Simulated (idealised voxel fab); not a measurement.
Process module in this document: voxel tone inversion
It is cross-section cut that appears here, measuring 195 nm in width, its square cells being 5 nm in size.
If you're reading a cross-section in this doc, picture square cells in a grid; it comes to you as bands, top ones listed first down to the bottom, and a band can be one or more rows of cells. Basically the band line says how high the top is and how high the bottom is, in nm, and then what's in it from left to right, every material with its width in nm. Empty space shows up as "empty", and if a single material carries "everywhere" it runs the full band edge to edge. Heights are reckoned from 0. Under this level, the received wafer is all of one material. The bottommost band is open-ended downward, for example "0 and below". A width given as "30..40" starts at the first number in the band's top row and ends at the second number in its bottom row, shifting by an equal amount at every step from row to row. "nothing changed" after a step means that no cell of the cross-section changed. "Internal closed voids" means: voids of 8 cells or more that are shut off from the top with no open way through. Written width x height at distance, distance from the left edge, in nm. On each step's line, the part that comes after the settings is the simulator's own comment on the step. If you see "overlay nm" on a step's line and that step has a mask, it's telling you how far right of where it was planned the mask ended up; a negative number means it went left instead.
### Below is the list of planned process steps
- 1: RECEIVE [material Si]
- 2: CONFORMAL_DEP [material SiCN] [thk nm 10]
- 3: DIRECTIONAL_DEP [material polySi] [thk nm 15]
- 4: PATTERN [tone cover] [mask id POSTS] [material resist] [width nm 20] [pitch nm 35] [thk nm 25] [overlay nm -15]
- 5: DIRECTIONAL_ETCH [etch materials polySi] [depth nm 15]
- 6: STRIP [etch materials resist]
- 7: FILL_DEP [material SiO2] [thk nm 5]
- 8: CMP [height nm 25]
- 9: STRIP [etch materials polySi]
- 10: CONFORMAL_DEP [material TiN] [thk nm 5]
- 11: FILL_DEP [material Cu] [thk nm 5]
- 12: CMP [height nm 25]
- 13: CONFORMAL_DEP [material SiCN] [thk nm 5]
The value of overlay nm given for step 4 in the plan refers to the first wafer; the wafers vary in this setting and are alike at the start.
### The as-received cross-section of the first of several wafers corresponds to the state after step 1
    0 and below = Si everywhere
    Internal closed voids: none
### Wafer cross-section (first of several) - module end, post step 13 (last step)
    30 down to 25 = SiCN everywhere
    25 down to 15 = SiO2=20; TiN=5; Cu=10; TiN=5; SiO2=15; TiN=5; Cu=10; TiN=5; SiO2=15; TiN=5; Cu=10; TiN=5; SiO2=15; TiN=5; Cu=10; TiN=5; SiO2=50
    15 down to 10 = SiO2=20; TiN=20; SiO2=15; TiN=20; SiO2=15; TiN=20; SiO2=15; TiN=20; SiO2=50
    10 down to 0 = SiCN everywhere
    0 and below = Si everywhere
    Internal closed voids: none
### Last wafer, end of module, cross-section
    30 down to 25 = SiCN everywhere
    25 down to 15 = SiO2=50; TiN=5; Cu=10; TiN=5; SiO2=15; TiN=5; Cu=10; TiN=5; SiO2=15; TiN=5; Cu=10; TiN=5; SiO2=15; TiN=5; Cu=10; TiN=5; SiO2=20
    15 down to 10 = SiO2=50; TiN=20; SiO2=15; TiN=20; SiO2=15; TiN=20; SiO2=15; TiN=20; SiO2=20
    10 down to 0 = SiCN everywhere
    0 and below = Si everywhere
    Internal closed voids: none
### Per-wafer rows below. For each material: cells gained (+) or lost (-) since the wafer was received, as of end of module. Then: closed voids
overlay nm -15, +16 Cu, +117 SiCN, +69 SiO2, +32 TiN, Internal closed voids: none
overlay nm -10, +16 Cu, +117 SiCN, +69 SiO2, +32 TiN, Internal closed voids: none
overlay nm -5, +16 Cu, +117 SiCN, +69 SiO2, +32 TiN, Internal closed voids: none
overlay nm 0, +16 Cu, +117 SiCN, +69 SiO2, +32 TiN, Internal closed voids: none
overlay nm 5, +16 Cu, +117 SiCN, +69 SiO2, +32 TiN, Internal closed voids: none
overlay nm 10, +16 Cu, +117 SiCN, +69 SiO2, +32 TiN, Internal closed voids: none
overlay nm 15, +16 Cu, +117 SiCN, +69 SiO2, +32 TiN, Internal closed voids: none
